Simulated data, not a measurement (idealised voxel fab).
Herein follows the process module entitled voxel self aligned contacts.
Xsec cut, 220 nm wide, square cell size 5 nm.
Think of the cross-section as a grid of square cells. We describe it in bands, top to bottom, and each band covers one or more rows of those cells. It is stipulated that each band's entry specify, in nanometres, the height of the top of the band and then that of its bottom, followed by the materials of the band in left-to-right sequence, each together with its width in nanometres. A single material marked by the word "everywhere" is understood to fill the band from edge to edge; the word "air" is understood to denote empty space. The level at which height equals 0 is the one under which the wafer, as it arrives, is entirely one material. No lower edge exists for the bottom band, which continues downward and is notated as in "0..down". The width entry "30 to 40" should be interpreted row by row: the top row of cells in the band takes the first number, the bottom row takes the second number, and the change between adjacent rows is uniform throughout. Key: "nothing changed" - step with no changed cell in the cross-section. "Enclosed cavities" means: voids of 8 cells or more that are shut off from the top with no open way through. Written width x height at distance, distance from the left edge, in nm. Heads up: the bit after the settings on a step's line is the simulator's remark on that step. overlay nm: mask right of planned place by this much (step with mask). Neg. = left.

Steps in the process plan
| 1 | RECEIVE | material Si |
| 2 | CONFORMAL_DEP | material SiO2 | thk nm 5 |
| 3 | DIRECTIONAL_DEP | material polySi | thk nm 25 |
| 4 | DIRECTIONAL_DEP | material SiN | thk nm 25 |
| 5 | DIRECTIONAL_DEP | material aC | thk nm 15 |
| 6 | PATTERN | tone cover | mask id GATE | material resist | width nm 25 | pitch nm 70 | thk nm 30 | overlay nm 0 |
| 7 | DIRECTIONAL_ETCH | etch materials aC | depth nm 15 |
| 8 | STRIP | etch materials resist |
| 9 | DIRECTIONAL_ETCH | etch materials SiN | depth nm 25 |
| 10 | DIRECTIONAL_ETCH | etch materials polySi | depth nm 25 |
| 11 | STRIP | etch materials aC |
| 12 | CONFORMAL_DEP | material SiN | thk nm 10 |
| 13 | DIRECTIONAL_ETCH | etch materials SiN | depth nm 10 |
| 14 | FILL_DEP | material SiO2 | thk nm 20 |
| 15 | CMP | height nm 65 |
| 16 | PATTERN | tone open | mask id CONTACT | material resist | width nm 55 | thk nm 20 | overlay nm 0 |
| 17 | DIRECTIONAL_ETCH | etch materials SiO2 | depth nm 65 |
| 18 | STRIP | etch materials resist |
| 19 | CONFORMAL_DEP | material TiN | thk nm 5 |
| 20 | FILL_DEP | material W | thk nm 10 |
| 21 | CMP | height nm 65 |
| 22 | CONFORMAL_DEP | material SiN | thk nm 5 |

The cross-section here shows the wafer as received, i.e. in its state after step 1
- 0..down  Si everywhere
- Enclosed cavities: none

First of two wafers, end-of-module section, run followed plan
- 70..65  SiN everywhere
- 65..55  80 of SiO2  5 to 20 of TiN  45 to 15 of W  5 to 20 of TiN  85 of SiO2
- 55..30  50 of SiO2  45 of SiN  5 of TiN  15 of W  5 of TiN  45 of SiN  55 of SiO2
- 30..5  50 of SiO2  10 of SiN  25 of polySi  10 of SiN  5 of TiN  15 of W  5 of TiN  10 of SiN  25 of polySi  10 of SiN  55 of SiO2
- 5..0  95 of SiO2  25 of TiN  100 of SiO2
- 0..down  Si everywhere
- Enclosed cavities: none

Cross-section, second wafer: same start as the first, same plan as the first, one mistake in running it; taken at the end of the module
- 70..65  SiN everywhere
- 65..55  80 of SiO2  5 to 20 of TiN  45 to 15 of W  5 to 20 of TiN  85 of SiO2
- 55..30  50 of SiO2  45 of SiN  5 of TiN  15 of W  5 of TiN  45 of SiN  55 of SiO2
- 30..25  95 of SiO2  25 of TiN  100 of SiO2
- 25..0  polySi everywhere
- 0..down  Si everywhere
- Enclosed cavities: none
Heads up, the wafer didn't run the way we planned it: ran 2 and 3 in swapped order versus the plan
Cell-count delta at end, second wafer over first, by material: -40 SiN; -105 SiO2; -10 TiN; -15 W; +170 polySi
